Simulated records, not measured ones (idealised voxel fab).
Process module heading - voxel transistor to metal
Displayed cross-section: cut, width of 150 nm, square cells sized 5 nm.
Think of the cross-section as a grid of square cells. We describe it in bands, top to bottom, and each band covers one or more rows of those cells.
Basically the band line says how high the top is and how high the bottom is, in nm, and then what's in it from left to right, every material with its width in nm. Empty space shows up as "empty", and if a single material carries "throughout" it runs the full band edge to edge.
A quick word on heights: they are counted from 0, and under that level the wafer as it came to us is one material throughout. The lowest band is different from the rest in having no bottom; it simply continues downward, written as in "0 and below".
Graded width ("30->40"): value in top row of band = first number; value in bottom row = second number; row-to-row change constant.
Any step labelled "stayed the same" changed none of the cells in the cross-section.
Under "Fully sealed cavities" you'll find the enclosed gaps, the ones with no way out to the top, that are 8 cells or bigger; each reads width x height at distance, with distance counted from the left edge, everything in nm.
Text after the settings on a step's line: the simulator's own remark on that step.
overlay nm: how far to the right of its planned place the mask lay on this masked step (negative: to the left).
Note on reading: below, each pair holds a cross-section from before one process step and one from after it; the one from after shows only down to the lowest band that changed. Beneath the pair, the step in between is stated along with its settings. The pairs can stem from different runs of this module on the same starting wafer. Where a pair's entry headed "Before processing" says so, and only there, that pair continues from the pair above it.
Before processing
    50 down to 30 = 20 of lowk  15 of empty  75 of lowk  15 of empty  25 of lowk
    30 down to 25 = 20 of SiCN  15 of empty  75 of SiCN  15 of empty  25 of SiCN
    25 down to 15 = 20 of SiO2  5 of TiN  5 of W  5 of TiN  75 of SiO2  5 of TiN  5 of W  5 of TiN  25 of SiO2
    15 down to 5 = 20 of SiO2  5 of TiN  5 of W  5 of TiN  15 of SiO2  5 of SiN  5 of HfO2  5 of TiN  15 of W  5 of TiN  5 of HfO2  5 of SiN  15 of SiO2  5 of TiN  5 of W  5 of TiN  25 of SiO2
    5 down to 0 = 20 of SiO2  15 of TiN  15 of SiO2  5 of SiN  5 of HfO2  25 of TiN  5 of HfO2  5 of SiN  15 of SiO2  15 of TiN  25 of SiO2
    0 down to -5 = 20 of SiGe  30 of SiO2  45 of HfO2  30 of SiO2  25 of SiGe
    -5 down to -10 = 15 of SiGe  115 of SiO2  20 of SiGe
    -10 down to -20 = 15 of Si  115 of SiO2  20 of Si
    -20 and below = Si throughout
    Fully sealed cavities: none
Post-Process Section
    55 down to 50 = 25 of TiN  5 of empty  85 of TiN  5 of empty  30 of TiN
    50 down to 30 = 20 of lowk  5 of TiN  5 of empty  5 of TiN  75 of lowk  5 of TiN  5 of empty  5 of TiN  25 of lowk
    30 down to 25 = 20 of SiCN  15 of TiN  75 of SiCN  15 of TiN  25 of SiCN
    Anything lower than 25 is untouched.
    Fully sealed cavities: none
The process step separating the two cross-sections depicted above is as follows: CONFORMAL_DEP (material TiN; thk nm 5)
Before processing: this step begins from the cross-section that the pair just above shows after its step.
Post-Process Section
    60 down to 55 = Ru throughout
    55 down to 50 = 25 of TiN  5 of Ru  85 of TiN  5 of Ru  30 of TiN
    50 down to 30 = 20 of lowk  5 of TiN  5 of Ru  5 of TiN  75 of lowk  5 of TiN  5 of Ru  5 of TiN  25 of lowk
    Anything lower than 30 is untouched.
    Fully sealed cavities: none
The process step separating the two cross-sections depicted above is as follows: FILL_DEP (material Ru; thk nm 5)
Before processing: this step begins from the cross-section that the pair just above shows after its step.
Post-Process Section
    50 down to 30 = 20 of lowk  5 of TiN  5 of Ru  5 of TiN  75 of lowk  5 of TiN  5 of Ru  5 of TiN  25 of lowk
    Anything lower than 30 is untouched.
    Fully sealed cavities: none
The process step separating the two cross-sections depicted above is as follows: CMP (height nm 50)
Before processing: this step begins from the cross-section that the pair just above shows after its step.
Post-Process Section
    55 down to 50 = 15 of empty  25 of Ru  65 of empty  25 of Ru  20 of empty
    Anything lower than 50 is untouched.
    Fully sealed cavities: none
The process step separating the two cross-sections depicted above is as follows: EPI (material Ru; thk nm 5)
Before processing: this step begins from the cross-section that the pair just above shows after its step.
Post-Process Section
    60 down to 55 = SiCN throughout
    55 down to 50 = 15 of SiCN  25 of Ru  65 of SiCN  25 of Ru  20 of SiCN
    Anything lower than 50 is untouched.
    Fully sealed cavities: none
The process step separating the two cross-sections depicted above is as follows: FILL_DEP (material SiCN; thk nm 5)
